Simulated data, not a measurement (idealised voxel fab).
Presented below is a process module, voxel spacer lines.
This is section cut - it's 300 nm across, gridded in 5 nm square cells.
A cross-section is a grid of square cells, given in bands from the top down. A band is one or more rows of cells.
Band entry format. Leading values: height of top, height of bottom, nm. Remainder: materials in left-to-right order, each with its width in nm. Special words: "throughout" on a single material, which then fills the band edge to edge; "blank", empty space.
Heights are expressed relative to 0, this being the level below which the as-received wafer comprises one material exclusively. The lowest band is unbounded in the downward direction and is denoted as in "0 nm and below".
With a width like "30..40", each row of cells in the band differs from the next by the same amount, the top row carrying the first number and the bottom row the second.
It should be understood that the words "everything unchanged", when stated for a given step, signify that the cross-section underwent no change in any of its cells during that step.
Empty spaces without an open route to the top, at least 8 cells in extent, make up the entry "Unvented voids"; each is given as width x height at distance, where the distance is measured from the left edge, and all are in nm.
after a step's settings: what the simulator itself notes on the step
On any step carrying a mask, the "overlay nm" setting, if present on the step's line, tells how far right of its planned place the mask lay; negative values point to the left.
[This section lists the process steps that were planned]
1,op RECEIVE | material Si
2,op CONFORMAL_DEP | material Al2O3 | thk nm 5
3,op DIRECTIONAL_DEP | material TiN | thk nm 15
4,op DIRECTIONAL_DEP | material aC | thk nm 25
5,op PATTERN | tone cover | mask id MANDREL | material resist | width nm 15 | pitch nm 60 | thk nm 30 | overlay nm 0
6,op DIRECTIONAL_ETCH | etch materials aC | depth nm 25
7,op STRIP | etch materials resist
8,op CONFORMAL_DEP | material SiO2 | thk nm 15
9,op DIRECTIONAL_ETCH | etch materials SiO2 | depth nm 15
10,op STRIP | etch materials aC
11,op DIRECTIONAL_ETCH | etch materials TiN | depth nm 15
12,op STRIP | etch materials SiO2
[Cross-section of the wafer upon arrival, representing the state reached after step 1]
* 0 nm and below  Si throughout
* Unvented voids: none
[Cross-sectional view of the first of the two wafers upon completion of the module, processed in accordance with the plan]
* 20 nm to 5 nm  blank=95, then TiN=15, then blank=15, then TiN=15, then blank=15, then TiN=15, then blank=15, then TiN=15, then blank=100
* 5 nm to 0 nm  Al2O3 throughout
* 0 nm and below  Si throughout
* Unvented voids: none
[Second wafer of the two, sectioned at the end of the module. It began like the first and followed the same plan, but one mistake was made while running it]
* 20 nm to 5 nm  blank=95, then TiN=45, then blank=15, then TiN=45, then blank=100
* 5 nm to 0 nm  Al2O3 throughout
* 0 nm and below  Si throughout
* Unvented voids: none
what went wrong: swap of plan steps 10 and 11 during execution
It is noted that, at the conclusion of processing, the second wafer exhibits a higher or lower cell count for certain materials relative to the first: TiN: 18 more
